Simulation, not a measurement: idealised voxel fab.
process module | voxel wiring stack
cross-section cut | 280 nm wide | cells 5 nm
A cross-section is a grid of square cells, given in bands from the top down. A band is one or more rows of cells.
Each band's line starts with the height of the band's top and of its bottom, in nm. Then come its materials from left to right, each with its width in nm. One material with "throughout" fills the band from edge to edge. "air" is empty space.
Height 0 is the level under which the wafer as received is all one material. The lowest band goes on downwards, as in "0 down".
A width such as "30 to 40" changes by the same amount from each row of cells to the next, from the band's top row to its bottom row.
"no change" after a step means that no cell of the cross-section changed.
closed voids: empty space of 8 cells or more with no open way to the top, each as width x height at its distance from the left edge, in nm
after a step's settings: what the simulator itself notes on the step
overlay nm, on a step with a mask: how far to the right of its planned place the mask lay; to the left if negative
Each pair below shows a cross-section before one step and the cross-section after it, down to the lowest band that changed. The line under each pair gives the step between them, with its settings. The pairs can come from different runs of this module on the same starting wafer, so a pair continues from the pair above only where its "before" says so.
before
  135 to 130: SiO2 throughout
  130 to 125: SiO2 110 | SiCN 25 | SiO2 20 | SiCN 25 | SiO2 100
  125 to 115: SiO2 110 | SiCN 5 | W 15 | SiCN 5 | SiO2 20 | SiCN 5 | W 15 | SiCN 5 | SiO2 100
  115 to 105: SiO2 95 | SiCN 20 to 5 | W 15 to 30 | SiCN 5 | SiO2 5 | SiCN 20 to 5 | W 15 to 30 | SiCN 5 | SiO2 100
  105 to 100: SiCN 100 | W 15 | TiN 15 | SiCN 15 | W 15 | TiN 15 | SiCN 105
  100 to 90: SiO2 100 | W 15 | SiO2 30 | W 15 | SiO2 120
  90 to 85: SiO2 100 | TiN 15 | SiO2 30 | TiN 15 | SiO2 120
  85 to 75: SiO2 throughout
  75 to 70: SiCN throughout
  70 to 60: SiO2 100 | TiN 5 | Cu 20 | TiN 5 | SiO2 15 | TiN 5 | Cu 20 | TiN 5 | SiO2 105
  60 to 55: SiO2 100 | TiN 5 | Cu 5 | TiN 20 | SiO2 15 | TiN 30 | SiO2 105
  55 to 45: SiO2 100 | TiN 5 | Cu 5 | TiN 5 | SiO2 165
  45 to 40: SiCN 100 | TiN 15 | SiCN 165
  40 to 15: lowk 100 | TiN 5 | W 20 | TiN 5 | lowk 15 | TiN 5 | W 20 | TiN 5 | lowk 105
  15 to 10: SiCN 100 | TiN 30 | SiCN 15 | TiN 30 | SiCN 105
  10 to 0: SiO2 throughout
  0 down: Si throughout
  closed voids: none
after
  115 to 105: SiO2 95 | SiCN 20 to 5 | W 15 to 30 | SiCN 5 | SiO2 5 | SiCN 20 to 5 | W 15 to 30 | SiCN 5 | SiO2 100
  below 105: unchanged
  closed voids: none
the step between: op CMP | height nm 115
before: the cross-section after the pair above
after
  120 to 115: SiCN throughout
  below 115: unchanged
  closed voids: none
the step between: op CONFORMAL_DEP | material SiCN | thk nm 5
before: the cross-section after the pair above
after
  130 to 120: SiO2 throughout
  below 120: unchanged
  closed voids: none
the step between: op DIRECTIONAL_DEP | material SiO2 | thk nm 10
before: the cross-section after the pair above
after
  145 to 130: aC throughout
  below 130: unchanged
  closed voids: none
the step between: op DIRECTIONAL_DEP | material aC | thk nm 15
before: the cross-section after the pair above
after
  180 to 145: resist 100 | air 15 | resist 165
  below 145: unchanged
  closed voids: none
the step between: op PATTERN | tone open | mask id PLUG_3 | material resist | width nm 15 | thk nm 35 | overlay nm 0
before: the cross-section after the pair above
after
  165 to 145: resist 100 | air 15 | resist 165
  145 to 130: aC 100 | air 15 | aC 165
  below 130: unchanged
  closed voids: none
the step between: op DIRECTIONAL_ETCH | etch materials aC | depth nm 15
before: the cross-section after the pair above
after
  145 to 130: aC 100 | air 15 | aC 165
  below 130: unchanged
  closed voids: none
the step between: op STRIP | etch materials resist
before: the cross-section after the pair above
after
  145 to 130: aC 100 | air 15 | aC 165
  130 to 120: SiO2 100 | air 15 | SiO2 165
  below 120: unchanged
  closed voids: none
the step between: op DIRECTIONAL_ETCH | etch materials SiO2 | depth nm 10
before: the cross-section after the pair above
after
  145 to 130: aC 100 | air 15 | aC 165
  130 to 120: SiO2 100 | air 15 | SiO2 165
  120 to 115: SiCN 100 | air 15 | SiCN 165
  below 115: unchanged
  closed voids: none
the step between: op DIRECTIONAL_ETCH | etch materials SiCN | depth nm 5
before: the cross-section after the pair above
after
  130 to 120: SiO2 100 | air 15 | SiO2 165
  below 120: unchanged
  closed voids: none
the step between: op STRIP | etch materials aC
before: the cross-section after the pair above
after
  135 to 130: TiN 105 | air 5 | TiN 170
  130 to 120: SiO2 100 | TiN 5 | air 5 | TiN 5 | SiO2 165
  120 to 115: SiCN 100 | TiN 15 | SiCN 165
  below 115: unchanged
  closed voids: none
the step between: op CONFORMAL_DEP | material TiN | thk nm 5
before: the cross-section after the pair above
after
  145 to 135: Ru throughout
  135 to 130: TiN 105 | Ru 5 | TiN 170
  130 to 120: SiO2 100 | TiN 5 | Ru 5 | TiN 5 | SiO2 165
  below 120: unchanged
  closed voids: none
the step between: op FILL_DEP | material Ru | thk nm 10
before: the cross-section after the pair above
after
  130 to 120: SiO2 100 | TiN 5 | Ru 5 | TiN 5 | SiO2 165
  below 120: unchanged
  closed voids: none
the step between: op CMP | height nm 130
before: the cross-section after the pair above
after
  135 to 130: SiN throughout
  below 130: unchanged
  closed voids: none
the step between: op CONFORMAL_DEP | material SiN | thk nm 5
before: the cross-section after the pair above
after
  160 to 135: SiO2 throughout
  below 135: unchanged
  closed voids: none
the step between: op DIRECTIONAL_DEP | material SiO2 | thk nm 25
before: the cross-section after the pair above
after
  170 to 160: aC throughout
  below 160: unchanged
  closed voids: none
the step between: op DIRECTIONAL_DEP | material aC | thk nm 10
before: the cross-section after the pair above
after
  195 to 170: resist 100 | air 30 | resist 15 | air 30 | resist 105
  below 170: unchanged
  closed voids: none
the step between: op PATTERN | tone open | mask id METAL_4 | material resist | width nm 30 | pitch nm 45 | thk nm 25 | overlay nm 0
before: the cross-section after the pair above
after
  185 to 170: resist 100 | air 30 | resist 15 | air 30 | resist 105
  170 to 160: aC 100 | air 30 | aC 15 | air 30 | aC 105
  below 160: unchanged
  closed voids: none
the step between: op DIRECTIONAL_ETCH | etch materials aC | depth nm 10
before: the cross-section after the pair above
after
  170 to 160: aC 100 | air 30 | aC 15 | air 30 | aC 105
  below 160: unchanged
  closed voids: none
the step between: op STRIP | etch materials resist
before: the cross-section after the pair above
after
  170 to 160: aC 100 | air 30 | aC 15 | air 30 | aC 105
  160 to 135: SiO2 100 | air 30 | SiO2 15 | air 30 | SiO2 105
  below 135: unchanged
  closed voids: none
the step between: op DIRECTIONAL_ETCH | etch materials SiO2 | depth nm 25
before: the cross-section after the pair above
after
  170 to 160: aC 100 | air 30 | aC 15 | air 30 | aC 105
  160 to 135: SiO2 100 | air 30 | SiO2 15 | air 30 | SiO2 105
  135 to 130: SiN 100 | air 30 | SiN 15 | air 30 | SiN 105
  below 130: unchanged
  closed voids: none
the step between: op DIRECTIONAL_ETCH | etch materials SiN | depth nm 5
before: the cross-section after the pair above
after
  160 to 135: SiO2 100 | air 30 | SiO2 15 | air 30 | SiO2 105
  below 135: unchanged
  closed voids: none
the step between: op STRIP | etch materials aC
before: the cross-section after the pair above
after
  165 to 160: TiN 105 | air 20 | TiN 25 | air 20 | TiN 110
  160 to 135: SiO2 100 | TiN 5 | air 20 | TiN 5 | SiO2 15 | TiN 5 | air 20 | TiN 5 | SiO2 105
  135 to 130: SiN 100 | TiN 30 | SiN 15 | TiN 30 | SiN 105
  below 130: unchanged
  closed voids: none
the step between: op CONFORMAL_DEP | material TiN | thk nm 5
before: the cross-section after the pair above
after
  170 to 165: Cu throughout
  165 to 160: TiN 105 | Cu 20 | TiN 25 | Cu 20 | TiN 110
  160 to 135: SiO2 100 | TiN 5 | Cu 20 | TiN 5 | SiO2 15 | TiN 5 | Cu 20 | TiN 5 | SiO2 105
  below 135: unchanged
  closed voids: none
the step between: op FILL_DEP | material Cu | thk nm 5
before: the cross-section after the pair above
after
  160 to 135: SiO2 100 | TiN 5 | Cu 20 | TiN 5 | SiO2 15 | TiN 5 | Cu 20 | TiN 5 | SiO2 105
  below 135: unchanged
  closed voids: none
the step between: op CMP | height nm 160
before: the cross-section after the pair above
after
  165 to 160: SiN throughout
  below 160: unchanged
  closed voids: none
the step between: op CONFORMAL_DEP | material SiN | thk nm 5
before
  90 to 75: SiO2 throughout
  75 to 70: SiCN throughout
  70 to 60: SiO2 100 | TiN 5 | Cu 20 | TiN 5 | SiO2 15 | TiN 5 | Cu 20 | TiN 5 | SiO2 105
  60 to 55: SiO2 100 | TiN 5 | Cu 5 | TiN 20 | SiO2 15 | TiN 30 | SiO2 105
  55 to 45: SiO2 100 | TiN 5 | Cu 5 | TiN 5 | SiO2 165
  45 to 40: SiCN 100 | TiN 15 | SiCN 165
  40 to 15: lowk 100 | TiN 5 | W 20 | TiN 5 | lowk 15 | TiN 5 | W 20 | TiN 5 | lowk 105
  15 to 10: SiCN 100 | TiN 30 | SiCN 15 | TiN 30 | SiCN 105
  10 to 0: SiO2 throughout
  0 down: Si throughout
  closed voids: none
after
  90 to 75: SiO2 100 | air 20 | SiO2 25 | air 20 | SiO2 115
  below 75: unchanged
  closed voids: none
the step between: op MASKED_ETCH | tone open | mask id PLUG_2 | width nm 20 | pitch nm 45 | etch materials SiO2 | depth nm 15 | overlay nm 0
before: the cross-section after the pair above
after
  90 to 75: SiO2 100 | air 20 | SiO2 25 | air 20 | SiO2 115
  75 to 70: SiCN 100 | air 15 | SiCN 30 | air 15 | SiCN 120
  below 70: unchanged
  closed voids: none
the step between: op MASKED_ETCH | tone open | mask id PLUG_2 | width nm 15 | pitch nm 45 | etch materials SiCN | depth nm 5 | overlay nm 0
before: the cross-section after the pair above
after
  90 to 80: SiO2 100 | air 20 | SiO2 25 | air 20 | SiO2 115
  80 to 75: SiO2 100 | Ru 20 | SiO2 25 | Ru 20 | SiO2 115
  75 to 70: SiCN 100 | Ru 15 | SiCN 30 | Ru 15 | SiCN 120
  below 70: unchanged
  closed voids: none
the step between: op EPI | material Ru | thk nm 10
before: the cross-section after the pair above
after
  90 to 75: SiO2 100 | Ru 20 | SiO2 25 | Ru 20 | SiO2 115
  below 75: unchanged
  closed voids: none
the step between: op EPI | material Ru | thk nm 10
before: the cross-section after the pair above
after
  95 to 90: TiN throughout
  below 90: unchanged
  closed voids: none
the step between: op DIRECTIONAL_DEP | material TiN | thk nm 5
before: the cross-section after the pair above
after
  115 to 95: W throughout
  below 95: unchanged
  closed voids: none
the step between: op DIRECTIONAL_DEP | material W | thk nm 20
before: the cross-section after the pair above
after
  130 to 115: air 100 | resist 30 | air 15 | resist 30 | air 105
  below 115: unchanged
  closed voids: none
the step between: op PATTERN | tone cover | mask id METAL_3 | material resist | width nm 30 | pitch nm 45 | thk nm 15 | overlay nm 0
before: the cross-section after the pair above
after
  130 to 115: air 100 | resist 30 | air 15 | resist 30 | air 105
  115 to 95: air 100 | W 30 | air 15 | W 30 | air 105
  below 95: unchanged
  closed voids: none
the step between: op DIRECTIONAL_ETCH | etch materials W | depth nm 20
before: the cross-section after the pair above
after
  130 to 115: air 100 | resist 30 | air 15 | resist 30 | air 105
  115 to 95: air 100 | W 30 | air 15 | W 30 | air 105
  95 to 90: air 100 | TiN 30 | air 15 | TiN 30 | air 105
  below 90: unchanged
  closed voids: none
the step between: op DIRECTIONAL_ETCH | etch materials TiN | depth nm 5
before: the cross-section after the pair above
after
  115 to 95: air 100 | W 30 | air 15 | W 30 | air 105
  below 95: unchanged
  closed voids: none
the step between: op STRIP | etch materials resist
before: the cross-section after the pair above
after
  120 to 115: air 95 | SiCN 40 | air 5 | SiCN 40 | air 100
  115 to 95: air 95 | SiCN 5 | W 30 | SiCN 5 | air 5 | SiCN 5 | W 30 | SiCN 5 | air 100
  95 to 90: SiCN 100 | TiN 30 | SiCN 15 | TiN 30 | SiCN 105
  below 90: unchanged
  closed voids: none
the step between: op CONFORMAL_DEP | material SiCN | thk nm 5
before: the cross-section after the pair above
after
  125 to 120: SiO2 throughout
  120 to 115: SiO2 95 | SiCN 40 | SiO2 5 | SiCN 40 | SiO2 100
  115 to 95: SiO2 95 | SiCN 5 | W 30 | SiCN 5 | SiO2 5 | SiCN 5 | W 30 | SiCN 5 | SiO2 100
  below 95: unchanged
  closed voids: none
the step between: op FILL_DEP | material SiO2 | thk nm 5
before: the cross-section after the pair above
after
  115 to 95: SiO2 95 | SiCN 5 | W 30 | SiCN 5 | SiO2 5 | SiCN 5 | W 30 | SiCN 5 | SiO2 100
  below 95: unchanged
  closed voids: none
the step between: op CMP | height nm 115
before: the cross-section after the pair above
after
  120 to 115: SiCN throughout
  below 115: unchanged
  closed voids: none
the step between: op CONFORMAL_DEP | material SiCN | thk nm 5
before: the cross-section after the pair above
after
  130 to 120: SiO2 throughout
  below 120: unchanged
  closed voids: none
the step between: op DIRECTIONAL_DEP | material SiO2 | thk nm 10
before: the cross-section after the pair above
after
  145 to 130: aC throughout
  below 130: unchanged
  closed voids: none
the step between: op DIRECTIONAL_DEP | material aC | thk nm 15
before: the cross-section after the pair above
after
  180 to 145: resist 100 | air 15 | resist 165
  below 145: unchanged
  closed voids: none
the step between: op PATTERN | tone open | mask id PLUG_3 | material resist | width nm 15 | thk nm 35 | overlay nm 0
before: the cross-section after the pair above
after
  165 to 145: resist 100 | air 15 | resist 165
  145 to 130: aC 100 | air 15 | aC 165
  below 130: unchanged
  closed voids: none
the step between: op DIRECTIONAL_ETCH | etch materials aC | depth nm 15
before: the cross-section after the pair above
after
  145 to 130: aC 100 | air 15 | aC 165
  below 130: unchanged
  closed voids: none
the step between: op STRIP | etch materials resist
before: the cross-section after the pair above
after
  145 to 130: aC 100 | air 15 | aC 165
  130 to 120: SiO2 100 | air 15 | SiO2 165
  below 120: unchanged
  closed voids: none
the step between: op DIRECTIONAL_ETCH | etch materials SiO2 | depth nm 10
before: the cross-section after the pair above
after
  145 to 130: aC 100 | air 15 | aC 165
  130 to 120: SiO2 100 | air 15 | SiO2 165
  120 to 115: SiCN 100 | air 15 | SiCN 165
  below 115: unchanged
  closed voids: none
the step between: op DIRECTIONAL_ETCH | etch materials SiCN | depth nm 5
before: the cross-section after the pair above
after
  130 to 120: SiO2 100 | air 15 | SiO2 165
  below 120: unchanged
  closed voids: none
the step between: op STRIP | etch materials aC
before: the cross-section after the pair above
after
  135 to 130: TiN 105 | air 5 | TiN 170
  130 to 120: SiO2 100 | TiN 5 | air 5 | TiN 5 | SiO2 165
  120 to 115: SiCN 100 | TiN 15 | SiCN 165
  below 115: unchanged
  closed voids: none
the step between: op CONFORMAL_DEP | material TiN | thk nm 5
before: the cross-section after the pair above
after
  145 to 135: Ru throughout
  135 to 130: TiN 105 | Ru 5 | TiN 170
  130 to 120: SiO2 100 | TiN 5 | Ru 5 | TiN 5 | SiO2 165
  below 120: unchanged
  closed voids: none
the step between: op FILL_DEP | material Ru | thk nm 10
before: the cross-section after the pair above
after
  130 to 120: SiO2 100 | TiN 5 | Ru 5 | TiN 5 | SiO2 165
  below 120: unchanged
  closed voids: none
the step between: op CMP | height nm 130
before: the cross-section after the pair above
after
  135 to 130: SiN throughout
  below 130: unchanged
  closed voids: none
the step between: op CONFORMAL_DEP | material SiN | thk nm 5
before: the cross-section after the pair above
after
  160 to 135: SiO2 throughout
  below 135: unchanged
  closed voids: none
the step between: op DIRECTIONAL_DEP | material SiO2 | thk nm 25
before: the cross-section after the pair above
after
  170 to 160: aC throughout
  below 160: unchanged
  closed voids: none
the step between: op DIRECTIONAL_DEP | material aC | thk nm 10
before: the cross-section after the pair above
after
  195 to 170: resist 100 | air 30 | resist 15 | air 30 | resist 105
  below 170: unchanged
  closed voids: none
the step between: op PATTERN | tone open | mask id METAL_4 | material resist | width nm 30 | pitch nm 45 | thk nm 25 | overlay nm 0
before: the cross-section after the pair above
after
  185 to 170: resist 100 | air 30 | resist 15 | air 30 | resist 105
  170 to 160: aC 100 | air 30 | aC 15 | air 30 | aC 105
  below 160: unchanged
  closed voids: none
the step between: op DIRECTIONAL_ETCH | etch materials aC | depth nm 10
before: the cross-section after the pair above
after
  170 to 160: aC 100 | air 30 | aC 15 | air 30 | aC 105
  below 160: unchanged
  closed voids: none
the step between: op STRIP | etch materials resist
before: the cross-section after the pair above
after
  170 to 160: aC 100 | air 30 | aC 15 | air 30 | aC 105
  160 to 135: SiO2 100 | air 30 | SiO2 15 | air 30 | SiO2 105
  below 135: unchanged
  closed voids: none
the step between: op DIRECTIONAL_ETCH | etch materials SiO2 | depth nm 25
before: the cross-section after the pair above
after
  170 to 160: aC 100 | air 30 | aC 15 | air 30 | aC 105
  160 to 135: SiO2 100 | air 30 | SiO2 15 | air 30 | SiO2 105
  135 to 130: SiN 100 | air 30 | SiN 15 | air 30 | SiN 105
  below 130: unchanged
  closed voids: none
the step between: op DIRECTIONAL_ETCH | etch materials SiN | depth nm 5
before: the cross-section after the pair above
after
  160 to 135: SiO2 100 | air 30 | SiO2 15 | air 30 | SiO2 105
  below 135: unchanged
  closed voids: none
the step between: op STRIP | etch materials aC
before: the cross-section after the pair above
after
  165 to 160: TiN 105 | air 20 | TiN 25 | air 20 | TiN 110
  160 to 135: SiO2 100 | TiN 5 | air 20 | TiN 5 | SiO2 15 | TiN 5 | air 20 | TiN 5 | SiO2 105
  135 to 130: SiN 100 | TiN 30 | SiN 15 | TiN 30 | SiN 105
  below 130: unchanged
  closed voids: none
the step between: op CONFORMAL_DEP | material TiN | thk nm 5
before: the cross-section after the pair above
after
  170 to 165: Cu throughout
  165 to 160: TiN 105 | Cu 20 | TiN 25 | Cu 20 | TiN 110
  160 to 135: SiO2 100 | TiN 5 | Cu 20 | TiN 5 | SiO2 15 | TiN 5 | Cu 20 | TiN 5 | SiO2 105
  below 135: unchanged
  closed voids: none
the step between: op FILL_DEP | material Cu | thk nm 5
before: the cross-section after the pair above
after
  160 to 135: SiO2 100 | TiN 5 | Cu 20 | TiN 5 | SiO2 15 | TiN 5 | Cu 20 | TiN 5 | SiO2 105
  below 135: unchanged
  closed voids: none
the step between: op CMP | height nm 160
before: the cross-section after the pair above
after
  165 to 160: SiN throughout
  below 160: unchanged
  closed voids: none
the step between: op CONFORMAL_DEP | material SiN | thk nm 5
before
  90 to 75: SiO2 100 | air 15 | SiO2 30 | air 15 | SiO2 120
  75 to 70: SiCN throughout
  70 to 60: SiO2 100 | TiN 5 | Cu 20 | TiN 5 | SiO2 15 | TiN 5 | Cu 20 | TiN 5 | SiO2 105
  60 to 55: SiO2 100 | TiN 5 | Cu 5 | TiN 20 | SiO2 15 | TiN 30 | SiO2 105
  55 to 45: SiO2 100 | TiN 5 | Cu 5 | TiN 5 | SiO2 165
  45 to 40: SiCN 100 | TiN 15 | SiCN 165
  40 to 15: lowk 100 | TiN 5 | W 20 | TiN 5 | lowk 15 | TiN 5 | W 20 | TiN 5 | lowk 105
  15 to 10: SiCN 100 | TiN 30 | SiCN 15 | TiN 30 | SiCN 105
  10 to 0: SiO2 throughout
  0 down: Si throughout
  closed voids: none
after
  90 to 75: SiO2 100 | air 15 | SiO2 30 | air 15 | SiO2 120
  75 to 70: SiCN 110 | air 5 | SiCN 40 | air 5 | SiCN 120
  below 70: unchanged
  closed voids: none
the step between: op MASKED_ETCH | tone open | mask id PLUG_2 | width nm 15 | pitch nm 45 | etch materials SiCN | depth nm 5 | overlay nm 10
before: the cross-section after the pair above
after
  90 to 80: SiO2 100 | air 15 | SiO2 30 | air 15 | SiO2 120
  80 to 75: SiO2 100 | air 5 | Ru 10 | SiO2 30 | air 5 | Ru 10 | SiO2 120
  75 to 70: SiCN 110 | Ru 5 | SiCN 40 | Ru 5 | SiCN 120
  below 70: unchanged
  closed voids: none
the step between: op EPI | material Ru | thk nm 10
before: the cross-section after the pair above
after
  90 to 75: SiO2 100 | Ru 15 | SiO2 30 | Ru 15 | SiO2 120
  below 75: unchanged
  closed voids: none
the step between: op EPI | material Ru | thk nm 10
before: the cross-section after the pair above
after
  95 to 90: TiN throughout
  below 90: unchanged
  closed voids: none
the step between: op DIRECTIONAL_DEP | material TiN | thk nm 5
before: the cross-section after the pair above
after
  115 to 95: W throughout
  below 95: unchanged
  closed voids: none
the step between: op DIRECTIONAL_DEP | material W | thk nm 20
before: the cross-section after the pair above
after
  130 to 115: air 100 | resist 30 | air 15 | resist 30 | air 105
  below 115: unchanged
  closed voids: none
the step between: op PATTERN | tone cover | mask id METAL_3 | material resist | width nm 30 | pitch nm 45 | thk nm 15 | overlay nm 0
before: the cross-section after the pair above
after
  130 to 115: air 100 | resist 30 | air 15 | resist 30 | air 105
  115 to 95: air 100 | W 30 | air 15 | W 30 | air 105
  below 95: unchanged
  closed voids: none
the step between: op DIRECTIONAL_ETCH | etch materials W | depth nm 20
before: the cross-section after the pair above
after
  130 to 115: air 100 | resist 30 | air 15 | resist 30 | air 105
  115 to 95: air 100 | W 30 | air 15 | W 30 | air 105
  95 to 90: air 100 | TiN 30 | air 15 | TiN 30 | air 105
  below 90: unchanged
  closed voids: none
the step between: op DIRECTIONAL_ETCH | etch materials TiN | depth nm 5
before: the cross-section after the pair above
after
  115 to 95: air 100 | W 30 | air 15 | W 30 | air 105
  below 95: unchanged
  closed voids: none
the step between: op STRIP | etch materials resist
before: the cross-section after the pair above
after
  120 to 115: air 95 | SiCN 40 | air 5 | SiCN 40 | air 100
  115 to 95: air 95 | SiCN 5 | W 30 | SiCN 5 | air 5 | SiCN 5 | W 30 | SiCN 5 | air 100
  95 to 90: SiCN 100 | TiN 30 | SiCN 15 | TiN 30 | SiCN 105
  below 90: unchanged
  closed voids: none
the step between: op CONFORMAL_DEP | material SiCN | thk nm 5
before: the cross-section after the pair above
after
  125 to 120: SiO2 throughout
  120 to 115: SiO2 95 | SiCN 40 | SiO2 5 | SiCN 40 | SiO2 100
  115 to 95: SiO2 95 | SiCN 5 | W 30 | SiCN 5 | SiO2 5 | SiCN 5 | W 30 | SiCN 5 | SiO2 100
  below 95: unchanged
  closed voids: none
the step between: op FILL_DEP | material SiO2 | thk nm 5
before: the cross-section after the pair above
after
  115 to 95: SiO2 95 | SiCN 5 | W 30 | SiCN 5 | SiO2 5 | SiCN 5 | W 30 | SiCN 5 | SiO2 100
  below 95: unchanged
  closed voids: none
the step between: op CMP | height nm 115
before: the cross-section after the pair above
after
  120 to 115: SiCN throughout
  below 115: unchanged
  closed voids: none
the step between: op CONFORMAL_DEP | material SiCN | thk nm 5
before: the cross-section after the pair above
after
  130 to 120: SiO2 throughout
  below 120: unchanged
  closed voids: none
the step between: op DIRECTIONAL_DEP | material SiO2 | thk nm 10
before: the cross-section after the pair above
after
  145 to 130: aC throughout
  below 130: unchanged
  closed voids: none
the step between: op DIRECTIONAL_DEP | material aC | thk nm 15
before: the cross-section after the pair above
after
  180 to 145: resist 100 | air 15 | resist 165
  below 145: unchanged
  closed voids: none
the step between: op PATTERN | tone open | mask id PLUG_3 | material resist | width nm 15 | thk nm 35 | overlay nm 0
before: the cross-section after the pair above
after
  165 to 145: resist 100 | air 15 | resist 165
  145 to 130: aC 100 | air 15 | aC 165
  below 130: unchanged
  closed voids: none
the step between: op DIRECTIONAL_ETCH | etch materials aC | depth nm 15
before: the cross-section after the pair above
after
  145 to 130: aC 100 | air 15 | aC 165
  below 130: unchanged
  closed voids: none
the step between: op STRIP | etch materials resist
before: the cross-section after the pair above
after
  145 to 130: aC 100 | air 15 | aC 165
  130 to 120: SiO2 100 | air 15 | SiO2 165
  below 120: unchanged
  closed voids: none
the step between: op DIRECTIONAL_ETCH | etch materials SiO2 | depth nm 10
before: the cross-section after the pair above
after
  145 to 130: aC 100 | air 15 | aC 165
  130 to 120: SiO2 100 | air 15 | SiO2 165
  120 to 115: SiCN 100 | air 15 | SiCN 165
  below 115: unchanged
  closed voids: none
the step between: op DIRECTIONAL_ETCH | etch materials SiCN | depth nm 5
before: the cross-section after the pair above
after
  130 to 120: SiO2 100 | air 15 | SiO2 165
  below 120: unchanged
  closed voids: none
the step between: op STRIP | etch materials aC
before: the cross-section after the pair above
after
  135 to 130: TiN 105 | air 5 | TiN 170
  130 to 120: SiO2 100 | TiN 5 | air 5 | TiN 5 | SiO2 165
  120 to 115: SiCN 100 | TiN 15 | SiCN 165
  below 115: unchanged
  closed voids: none
the step between: op CONFORMAL_DEP | material TiN | thk nm 5
before: the cross-section after the pair above
after
  145 to 135: Ru throughout
  135 to 130: TiN 105 | Ru 5 | TiN 170
  130 to 120: SiO2 100 | TiN 5 | Ru 5 | TiN 5 | SiO2 165
  below 120: unchanged
  closed voids: none
the step between: op FILL_DEP | material Ru | thk nm 10
before: the cross-section after the pair above
after
  130 to 120: SiO2 100 | TiN 5 | Ru 5 | TiN 5 | SiO2 165
  below 120: unchanged
  closed voids: none
the step between: op CMP | height nm 130
before: the cross-section after the pair above
after
  135 to 130: SiN throughout
  below 130: unchanged
  closed voids: none
the step between: op CONFORMAL_DEP | material SiN | thk nm 5
before: the cross-section after the pair above
after
  160 to 135: SiO2 throughout
  below 135: unchanged
  closed voids: none
the step between: op DIRECTIONAL_DEP | material SiO2 | thk nm 25
before: the cross-section after the pair above
after
  170 to 160: aC throughout
  below 160: unchanged
  closed voids: none
the step between: op DIRECTIONAL_DEP | material aC | thk nm 10
before: the cross-section after the pair above
after
  195 to 170: resist 100 | air 30 | resist 15 | air 30 | resist 105
  below 170: unchanged
  closed voids: none
the step between: op PATTERN | tone open | mask id METAL_4 | material resist | width nm 30 | pitch nm 45 | thk nm 25 | overlay nm 0
before: the cross-section after the pair above
after
  185 to 170: resist 100 | air 30 | resist 15 | air 30 | resist 105
  170 to 160: aC 100 | air 30 | aC 15 | air 30 | aC 105
  below 160: unchanged
  closed voids: none
the step between: op DIRECTIONAL_ETCH | etch materials aC | depth nm 10
before: the cross-section after the pair above
after
  170 to 160: aC 100 | air 30 | aC 15 | air 30 | aC 105
  below 160: unchanged
  closed voids: none
the step between: op STRIP | etch materials resist
before: the cross-section after the pair above
after
  170 to 160: aC 100 | air 30 | aC 15 | air 30 | aC 105
  160 to 135: SiO2 100 | air 30 | SiO2 15 | air 30 | SiO2 105
  below 135: unchanged
  closed voids: none
the step between: op DIRECTIONAL_ETCH | etch materials SiO2 | depth nm 25
before: the cross-section after the pair above
after
  170 to 160: aC 100 | air 30 | aC 15 | air 30 | aC 105
  160 to 135: SiO2 100 | air 30 | SiO2 15 | air 30 | SiO2 105
  135 to 130: SiN 100 | air 30 | SiN 15 | air 30 | SiN 105
  below 130: unchanged
  closed voids: none
the step between: op DIRECTIONAL_ETCH | etch materials SiN | depth nm 5
before: the cross-section after the pair above
after
  160 to 135: SiO2 100 | air 30 | SiO2 15 | air 30 | SiO2 105
  below 135: unchanged
  closed voids: none
the step between: op STRIP | etch materials aC
before: the cross-section after the pair above
after
  165 to 160: TiN 105 | air 20 | TiN 25 | air 20 | TiN 110
  160 to 135: SiO2 100 | TiN 5 | air 20 | TiN 5 | SiO2 15 | TiN 5 | air 20 | TiN 5 | SiO2 105
  135 to 130: SiN 100 | TiN 30 | SiN 15 | TiN 30 | SiN 105
  below 130: unchanged
  closed voids: none
the step between: op CONFORMAL_DEP | material TiN | thk nm 5
before: the cross-section after the pair above
after
  170 to 165: Cu throughout
  165 to 160: TiN 105 | Cu 20 | TiN 25 | Cu 20 | TiN 110
  160 to 135: SiO2 100 | TiN 5 | Cu 20 | TiN 5 | SiO2 15 | TiN 5 | Cu 20 | TiN 5 | SiO2 105
  below 135: unchanged
  closed voids: none
the step between: op FILL_DEP | material Cu | thk nm 5
before: the cross-section after the pair above
after
  160 to 135: SiO2 100 | TiN 5 | Cu 20 | TiN 5 | SiO2 15 | TiN 5 | Cu 20 | TiN 5 | SiO2 105
  below 135: unchanged
  closed voids: none
the step between: op CMP | height nm 160
before: the cross-section after the pair above
after
  165 to 160: SiN throughout
  below 160: unchanged
  closed voids: none
the step between: op CONFORMAL_DEP | material SiN | thk nm 5
before
  135 to 130: TiN 105 | air 5 | TiN 170
  130 to 120: SiO2 100 | TiN 5 | air 5 | TiN 5 | SiO2 165
  120 to 115: SiCN 100 | TiN 15 | SiCN 165
  115 to 95: SiO2 95 | SiCN 5 | W 30 | SiCN 5 | SiO2 5 | SiCN 5 | W 30 | SiCN 5 | SiO2 100
  95 to 90: SiCN 100 | TiN 30 | SiCN 15 | TiN 30 | SiCN 105
  90 to 75: SiO2 100 | Ru 15 | SiO2 30 | Ru 15 | SiO2 120
  75 to 70: SiCN 100 | Ru 15 | SiCN 30 | Ru 15 | SiCN 120
  70 to 60: SiO2 100 | TiN 5 | Cu 20 | TiN 5 | SiO2 15 | TiN 5 | Cu 20 | TiN 5 | SiO2 105
  60 to 55: SiO2 100 | TiN 5 | Cu 5 | TiN 20 | SiO2 15 | TiN 30 | SiO2 105
  55 to 45: SiO2 100 | TiN 5 | Cu 5 | TiN 5 | SiO2 165
  45 to 40: SiCN 100 | TiN 15 | SiCN 165
  40 to 15: lowk 100 | TiN 5 | W 20 | TiN 5 | lowk 15 | TiN 5 | W 20 | TiN 5 | lowk 105
  15 to 10: SiCN 100 | TiN 30 | SiCN 15 | TiN 30 | SiCN 105
  10 to 0: SiO2 throughout
  0 down: Si throughout
  closed voids: none
after
  145 to 135: W throughout
  135 to 130: TiN 105 | W 5 | TiN 170
  130 to 120: SiO2 100 | TiN 5 | W 5 | TiN 5 | SiO2 165
  below 120: unchanged
  closed voids: none
the step between: op FILL_DEP | material W | thk nm 10
before: the cross-section after the pair above
after
  130 to 120: SiO2 100 | TiN 5 | W 5 | TiN 5 | SiO2 165
  below 120: unchanged
  closed voids: none
the step between: op CMP | height nm 130
before: the cross-section after the pair above
after
  135 to 130: SiN throughout
  below 130: unchanged
  closed voids: none
the step between: op CONFORMAL_DEP | material SiN | thk nm 5
before: the cross-section after the pair above
after
  160 to 135: SiO2 throughout
  below 135: unchanged
  closed voids: none
the step between: op DIRECTIONAL_DEP | material SiO2 | thk nm 25
before: the cross-section after the pair above
after
  170 to 160: aC throughout
  below 160: unchanged
  closed voids: none
the step between: op DIRECTIONAL_DEP | material aC | thk nm 10
before: the cross-section after the pair above
after
  195 to 170: resist 100 | air 30 | resist 15 | air 30 | resist 105
  below 170: unchanged
  closed voids: none
the step between: op PATTERN | tone open | mask id METAL_4 | material resist | width nm 30 | pitch nm 45 | thk nm 25 | overlay nm 0
